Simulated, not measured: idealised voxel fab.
Process module name: voxel self aligned vias
The figure presents cross-section cut, which has a width of 210 nm and is divided into square cells with an edge length of 5 nm.
Cross-section, as written here: a square-cell grid given band by band from the top down, where a band holds one or more rows of cells. Band: top height; bottom height; in nm. Then, left to right: material with width in nm, for each material. "all across": a single material spanning edge to edge. "empty": empty space. Heads up on the height convention: 0 is the point under which the incoming wafer is all one material, and the lowest band has no bottom, it just keeps going down, like "from 0 down". The two numbers in a width such as "30..40" mark its ends across the band: the first belongs to the top row of cells, the second to the bottom row, and from each row to the next the width moves by the same amount. Where the words "everything unchanged" appear for a step, the cross-section shows no cell changed by that step; every cell remained as before. "Closed cavities" specifies each empty space that is not open to the top and that occupies no fewer than 8 cells, using the form width x height at distance, the distance measured from the left edge and all three quantities in nm. after a step's settings: what the simulator itself notes on the step. For masked steps, "overlay nm" on the step line gives how far right of plan the mask actually lay; a minus sign means it lay to the left.
Here's what the planned process steps look like
- 1: RECEIVE [material Si]
- 2: CONFORMAL_DEP [material SiO2] [thk nm 15]
- 3: CONFORMAL_DEP [material SiCN] [thk nm 5]
- 4: DIRECTIONAL_DEP [material lowk] [thk nm 20]
- 5: DIRECTIONAL_DEP [material aC] [thk nm 10]
- 6: PATTERN [tone open] [mask id LINES] [material resist] [width nm 25] [pitch nm 65] [thk nm 25] [overlay nm 0]
- 7: DIRECTIONAL_ETCH [etch materials aC] [depth nm 10]
- 8: STRIP [etch materials resist]
- 9: DIRECTIONAL_ETCH [etch materials lowk] [depth nm 20]
- 10: STRIP [etch materials aC]
- 11: CONFORMAL_DEP [material TiN] [thk nm 5]
- 12: FILL_DEP [material Ru] [thk nm 10]
- 13: CMP [height nm 40]
- 14: SELECTIVE_ETCH [etch materials W Ru TiN] [depth nm 10]
- 15: FILL_DEP [material SiN] [thk nm 10]
- 16: CMP [height nm 40]
- 17: DIRECTIONAL_DEP [material lowk] [thk nm 15]
- 18: PATTERN [tone open] [mask id VIAS] [material resist] [width nm 45] [pitch nm 65] [thk nm 15] [overlay nm 0]
- 19: DIRECTIONAL_ETCH [etch materials lowk] [depth nm 15]
- 20: DIRECTIONAL_ETCH [etch materials SiN] [depth nm 10]
- 21: STRIP [etch materials resist]
- 22: CONFORMAL_DEP [material TiN] [thk nm 5]
- 23: FILL_DEP [material W] [thk nm 5]
- 24: CMP [height nm 55]
- 25: CONFORMAL_DEP [material SiN] [thk nm 5]
Incoming wafer, cross-sectional view, post step 1
from 0 down  Si all across
Closed cavities: none
Cross-section: first of two wafers, module finished, run according to plan
from 60 to 55  SiN all across
from 55 to 45  15 lowk, 5 TiN, 35 W, 5 TiN, 20 lowk, 5 TiN, 35 W, 5 TiN, 20 lowk, 5 TiN, 35 W, 5 TiN, 20 lowk
from 45 to 35  15..25 lowk, 15..5 TiN, 15 W, 15..5 TiN, 20..40 lowk, 15..5 TiN, 15 W, 15..5 TiN, 20..40 lowk, 15..5 TiN, 15 W, 15..5 TiN, 20..30 lowk
from 35 to 30  25 lowk, 25 TiN, 40 lowk, 25 TiN, 40 lowk, 25 TiN, 30 lowk
from 30 to 25  25 lowk, 5 TiN, 15 Ru, 5 TiN, 40 lowk, 5 TiN, 15 Ru, 5 TiN, 40 lowk, 5 TiN, 15 Ru, 5 TiN, 30 lowk
from 25 to 20  25 lowk, 25 TiN, 40 lowk, 25 TiN, 40 lowk, 25 TiN, 30 lowk
from 20 to 15  SiCN all across
from 15 to 0  SiO2 all across
from 0 down  Si all across
Closed cavities: none
This is the second of the two wafers, cross-sectioned at the end of the module; it started exactly like the first and was given the same plan, but it was run with one mistake
from 60 to 55  SiN all across
from 55 to 35  15 lowk, 5 TiN, 35 W, 5 TiN, 20 lowk, 5 TiN, 35 W, 5 TiN, 20 lowk, 5 TiN, 35 W, 5 TiN, 20 lowk
from 35 to 30  15 lowk, 45 TiN, 20 lowk, 45 TiN, 20 lowk, 45 TiN, 20 lowk
from 30 to 25  15 lowk, 15 TiN, 15 Ru, 15 TiN, 20 lowk, 15 TiN, 15 Ru, 15 TiN, 20 lowk, 15 TiN, 15 Ru, 15 TiN, 20 lowk
from 25 to 20  25 lowk, 25 TiN, 40 lowk, 25 TiN, 40 lowk, 25 TiN, 30 lowk
from 20 to 15  SiCN all across
from 15 to 0  SiO2 all across
from 0 down  Si all across
Closed cavities: none
Deviation from plan: execution of plan step 19 occurred twice
Materials where the second wafer ends with more or fewer cells than the first: TiN: 12 more; W: 24 more; lowk: 36 fewer
